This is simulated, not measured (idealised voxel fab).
Herein follows the process module entitled voxel self aligned vias.
It is cross-section cut that appears here, measuring 285 nm in width, its square cells being 5 nm in size.
The cross-sections in this document take the form of a grid made of square cells. They are written out as bands, in order from top to bottom. Each band consists of one or more rows of cells. First you get the band's top height and its bottom height, in nm, and then the materials it's made of, left to right, with each width in nm. If you see a single material with "all across", that one covers the band edge to edge. "air" is empty space. Zero point of the height axis is 0; under it, received wafer = one material. Lowest band: continues down indefinitely, "from 0 down". Top row gets the first number, bottom row gets the second, and each row in between changes by the same step: that is how a band width like "30..40" works. What does "nothing was modified" mean for a step? It means no cell of the cross-section changed in that step. If an empty space has no open way to the top and is at least 8 cells in size, "Trapped voids" lists it, written width x height at distance, where distance is measured from the left edge and every value is in nm. Past the settings on a step's line: simulator remark, on that step. "overlay nm" on a masked step: distance the mask lay right of its planned place, negative for left.
### The planned process steps are enumerated hereunder
1) RECEIVE with material Si
2) CONFORMAL_DEP with material SiO2, thk nm 15
3) CONFORMAL_DEP with material SiCN, thk nm 5
4) DIRECTIONAL_DEP with material SiO2, thk nm 20
5) DIRECTIONAL_DEP with material aC, thk nm 15
6) PATTERN with tone open, mask id LINES, material resist, width nm 20, pitch nm 55, thk nm 30, overlay nm 0
7) DIRECTIONAL_ETCH with etch materials aC, depth nm 15
8) STRIP with etch materials resist
9) DIRECTIONAL_ETCH with etch materials SiO2, depth nm 20
10) STRIP with etch materials aC
11) CONFORMAL_DEP with material TiN, thk nm 5
12) FILL_DEP with material Ru, thk nm 5
13) CMP with height nm 40
14) SELECTIVE_ETCH with etch materials W Ru TiN, depth nm 10
15) FILL_DEP with material SiN, thk nm 10
16) CMP with height nm 40
17) DIRECTIONAL_DEP with material SiO2, thk nm 20
18) PATTERN with tone open, mask id VIAS, material resist, width nm 30, thk nm 15, overlay nm 0
19) DIRECTIONAL_ETCH with etch materials SiO2, depth nm 20
20) DIRECTIONAL_ETCH with etch materials SiN, depth nm 10
21) STRIP with etch materials resist
22) CONFORMAL_DEP with material TiN, thk nm 5
23) FILL_DEP with material Cu, thk nm 5
24) CMP with height nm 60
25) CONFORMAL_DEP with material SiCN, thk nm 5
### Cross-section of the incoming wafer, state after step 1
> from 0 down | Si all across
> Trapped voids: none
### Run as planned - first of the two wafers cross-sectioned at the end of the module
> from 65 to 60 | SiCN all across
> from 60 to 45 | SiO2: 100 | TiN: 5 | Cu: 20 | TiN: 5 | SiO2: 155
> from 45 to 40 | SiO2: 100 | TiN: 10 | Cu: 10 | TiN: 10 | SiO2: 155
> from 40 to 35 | SiO2: 105 | TiN: 5 | Cu: 10 | TiN: 5 | SiO2: 35 | SiN: 20 | SiO2: 105
> from 35 to 30 | SiO2: 105 | TiN: 20 | SiO2: 35 | SiN: 20 | SiO2: 105
> from 30 to 25 | SiO2: 105 | TiN: 5 | Ru: 10 | TiN: 5 | SiO2: 35 | TiN: 5 | Ru: 10 | TiN: 5 | SiO2: 105
> from 25 to 20 | SiO2: 105 | TiN: 20 | SiO2: 35 | TiN: 20 | SiO2: 105
> from 20 to 15 | SiCN all across
> from 15 to 0 | SiO2 all across
> from 0 down | Si all across
> Trapped voids: none
### Here's the second of our two wafers sectioned at module end. Same start as the first, same plan, but one mistake got made running it
> from 65 to 60 | SiCN all across
> from 60 to 40 | SiO2: 100 | TiN: 5 | Cu: 20 | TiN: 5 | SiO2: 155
> from 40 to 35 | SiN: 100 | TiN: 10 | Cu: 10 | TiN: 10 | SiN: 155
> from 35 to 30 | SiO2: 105 | TiN: 20 | SiO2: 35 | SiN: 20 | SiO2: 105
> from 30 to 20 | SiO2: 105 | TiN: 5 | Ru: 10 | TiN: 5 | SiO2: 35 | TiN: 5 | Ru: 10 | TiN: 5 | SiO2: 105
> from 20 to 15 | SiO2: 105 | TiN: 20 | SiO2: 35 | TiN: 20 | SiO2: 105
> from 15 to 0 | SiO2 all across
> from 0 down | Si all across
> Trapped voids: none
Heads up, the wafer didn't run the way we planned it: step 3 of the plan was excluded from execution and never run
Final comparison by cell count, materials where the second wafer has more or fewer than the first: +2 Cu, +4 Ru, -57 SiCN, +47 SiN, +4 TiN
